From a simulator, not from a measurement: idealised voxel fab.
This section sets out a process module, namely voxel self aligned contacts.
FYI the section here is cut, 230 nm wide, cells are 5 nm squares.
Cross-sections here: square-cell grids, written as top-down lists of bands, a band being one or more rows of cells.
Quick guide to a band line: top height, bottom height (nm) up front; then every material left to right with its width in nm. Only one material and it's marked "throughout"? Then it fills the band edge to edge. And "air" just means empty space.
Heads up on the height convention: 0 is the point under which the incoming wafer is all one material, and the lowest band has no bottom, it just keeps going down, like "0 -> down".
Top row gets the first number, bottom row gets the second, and each row in between changes by the same step: that is how a band width like "30..40" works.
The cross-section has no changed cell in any step marked "nothing changed".
"Tabulated closed voids" specifies each empty space that is not open to the top and that occupies no fewer than 8 cells, using the form width x height at distance, the distance measured from the left edge and all three quantities in nm.
What comes after the settings on a step's line is commentary from the simulator itself on that step.
"overlay nm", when on a step's line for a step with a mask, measures how far to the right of its planned place the mask lay; a negative measure means to the left.

-- Steps in the process plan
- 1: RECEIVE [material Si]
- 2: OXIDIZE [depth nm 5]
- 3: DIRECTIONAL_DEP [material polySi] [thk nm 25]
- 4: DIRECTIONAL_DEP [material SiN] [thk nm 20]
- 5: PATTERN [tone cover] [mask id GATE] [material resist] [width nm 35] [pitch nm 70] [thk nm 15] [overlay nm 0]
- 6: DIRECTIONAL_ETCH [etch materials SiN] [depth nm 20]
- 7: DIRECTIONAL_ETCH [etch materials polySi] [depth nm 25]
- 8: STRIP [etch materials resist]
- 9: CONFORMAL_DEP [material SiN] [thk nm 5]
- 10: DIRECTIONAL_ETCH [etch materials SiN] [depth nm 5]
- 11: FILL_DEP [material SiO2] [thk nm 15]
- 12: CMP [height nm 50]
- 13: MASKED_ETCH [tone open] [mask id CONTACT] [width nm 55] [etch materials SiO2] [depth nm 55] [overlay nm 0]
- 14: CONFORMAL_DEP [material TiN] [thk nm 5]
- 15: FILL_DEP [material Ru] [thk nm 10]
- 16: CMP [height nm 50]
- 17: CONFORMAL_DEP [material SiCN] [thk nm 5]

-- Cross-section: wafer on arrival = after step 1
0 -> down | Si throughout
Tabulated closed voids: none

-- Post-module cross-section: identical start and plan to those above, one misstep in execution
55 -> 50 | SiCN throughout
50 -> 45 | SiO2 55; SiN 45; TiN 25; SiN 45; SiO2 60
45 -> 25 | SiN throughout
25 -> 0 | polySi throughout
0 -> -5 | SiO2 throughout
-5 -> down | Si throughout
Tabulated closed voids: none
Want to know what went wrong? step 4 of the plan saw execution twice
